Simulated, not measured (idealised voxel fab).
The following is a process module called voxel capacitor over wiring.
245 nm wide, 5 nm square cells: that's cross-section cut.
Square cells in a grid make up a cross-section in this document, and the grid is given as bands, listed from the top down, each one or more rows of cells.
Within each band entry, the heights of the top and of the bottom of the band appear first, in that order and in nm; the materials of the band then follow from left to right, each with its corresponding width in nm. The designation "everywhere" on a single material indicates that it fills the band from edge to edge; the designation "air" indicates empty space.
The level at which height equals 0 is the one under which the wafer, as it arrives, is entirely one material. No lower edge exists for the bottom band, which continues downward and is notated as in "top 0, no bottom".
The two numbers in a width such as "30->40" mark its ends across the band: the first belongs to the top row of cells, the second to the bottom row, and from each row to the next the width moves by the same amount.
For the purposes of this document, the phrase "left unchanged" attached to a step denotes that no cell within the cross-section was modified by that step.
Heads up: "Sealed internal cavities" only lists the empty pockets with no open path to the top that are 8 cells or more, and it writes them as width x height at distance, distance from the left edge, in nm.
Anything after a step's settings on that line? It's the simulator's own note about the step.
overlay nm: right-of-plan distance of the mask on a masked step; negative values mean left-of-plan.
Steps in the process plan:
1. RECEIVE [material Si]
2. CONFORMAL_DEP [material SiO2] [thk nm 15]
3. CONFORMAL_DEP [material SiCN] [thk nm 5]
4. DIRECTIONAL_DEP [material SiO2] [thk nm 25]
5. DIRECTIONAL_DEP [material aC] [thk nm 15]
6. PATTERN [tone open] [mask id METAL_1] [material resist] [width nm 25] [pitch nm 80] [thk nm 30] [overlay nm -15]
7. DIRECTIONAL_ETCH [etch materials aC] [depth nm 15]
8. STRIP [etch materials resist]
9. DIRECTIONAL_ETCH [etch materials SiO2] [depth nm 25]
10. DIRECTIONAL_ETCH [etch materials SiCN] [depth nm 5]
11. STRIP [etch materials aC]
12. CONFORMAL_DEP [material TiN] [thk nm 5]
13. FILL_DEP [material Cu] [thk nm 5]
14. CMP [height nm 45]
15. CONFORMAL_DEP [material SiCN] [thk nm 5]
16. DIRECTIONAL_DEP [material SiO2] [thk nm 10]
17. DIRECTIONAL_DEP [material aC] [thk nm 10]
18. PATTERN [tone open] [mask id PLUG_1] [material resist] [width nm 15] [thk nm 25] [overlay nm 0]
19. DIRECTIONAL_ETCH [etch materials aC] [depth nm 10]
20. STRIP [etch materials resist]
21. DIRECTIONAL_ETCH [etch materials SiO2] [depth nm 10]
22. DIRECTIONAL_ETCH [etch materials SiCN] [depth nm 5]
23. STRIP [etch materials aC]
24. CONFORMAL_DEP [material TiN] [thk nm 5]
25. FILL_DEP [material Ru] [thk nm 5]
26. CMP [height nm 60]
27. DIRECTIONAL_DEP [material TiN] [thk nm 10]
28. DIRECTIONAL_DEP [material HfO2] [thk nm 5]
29. DIRECTIONAL_DEP [material TiN] [thk nm 5]
30. DIRECTIONAL_DEP [material aC] [thk nm 15]
31. PATTERN [tone cover] [mask id UPPER_PLATE] [material resist] [width nm 60] [thk nm 30] [overlay nm 0]
32. DIRECTIONAL_ETCH [etch materials aC] [depth nm 15]
33. STRIP [etch materials resist]
34. DIRECTIONAL_ETCH [etch materials TiN] [depth nm 5]
35. DIRECTIONAL_ETCH [etch materials HfO2] [depth nm 5]
36. STRIP [etch materials aC]
37. PATTERN [tone cover] [mask id LOWER_PLATE] [material resist] [width nm 70] [thk nm 20] [overlay nm 0]
38. DIRECTIONAL_ETCH [etch materials TiN] [depth nm 10]
39. STRIP [etch materials resist]
40. FILL_DEP [material SiO2] [thk nm 20]
41. CMP [height nm 95]
42. PATTERN [tone open] [mask id PLUG_2] [material resist] [width nm 15] [thk nm 20] [overlay nm 0]
43. DIRECTIONAL_ETCH [etch materials SiO2] [depth nm 15]
44. STRIP [etch materials resist]
45. CONFORMAL_DEP [material TiN] [thk nm 5]
46. FILL_DEP [material Ru] [thk nm 5]
47. CMP [height nm 95]
48. CONFORMAL_DEP [material SiCN] [thk nm 5]
Don't read the plan's overlay nm for step 6 as applying to every wafer: that's the first wafer's value, and the wafers differ in it, though they all start identical.
The first of several wafers as received, shown in cross-section; this is its state after step 1:
	top 0, no bottom | Si everywhere
	Sealed internal cavities: none
What follows is a table in which each wafer occupies a row; for the wafer as it stands at the close of the module, the row states, material by material, how many cells have been gained (+) or lost (-) since receipt, and then gives its closed voids:
overlay nm -15 | +30 Cu | +12 HfO2 | +4 Ru | +134 SiCN | +716 SiO2 | +84 TiN | Sealed internal cavities: none
overlay nm -10 | +30 Cu | +12 HfO2 | +4 Ru | +134 SiCN | +716 SiO2 | +84 TiN | Sealed internal cavities: none
overlay nm -5 | +30 Cu | +12 HfO2 | +4 Ru | +134 SiCN | +716 SiO2 | +84 TiN | Sealed internal cavities: none
overlay nm 0 | +30 Cu | +12 HfO2 | +4 Ru | +134 SiCN | +716 SiO2 | +84 TiN | Sealed internal cavities: none
overlay nm 5 | +30 Cu | +12 HfO2 | +4 Ru | +134 SiCN | +716 SiO2 | +84 TiN | Sealed internal cavities: none
overlay nm 10 | +30 Cu | +12 HfO2 | +4 Ru | +134 SiCN | +716 SiO2 | +84 TiN | Sealed internal cavities: none
overlay nm 15 | +30 Cu | +12 HfO2 | +4 Ru | +134 SiCN | +716 SiO2 | +84 TiN | Sealed internal cavities: none
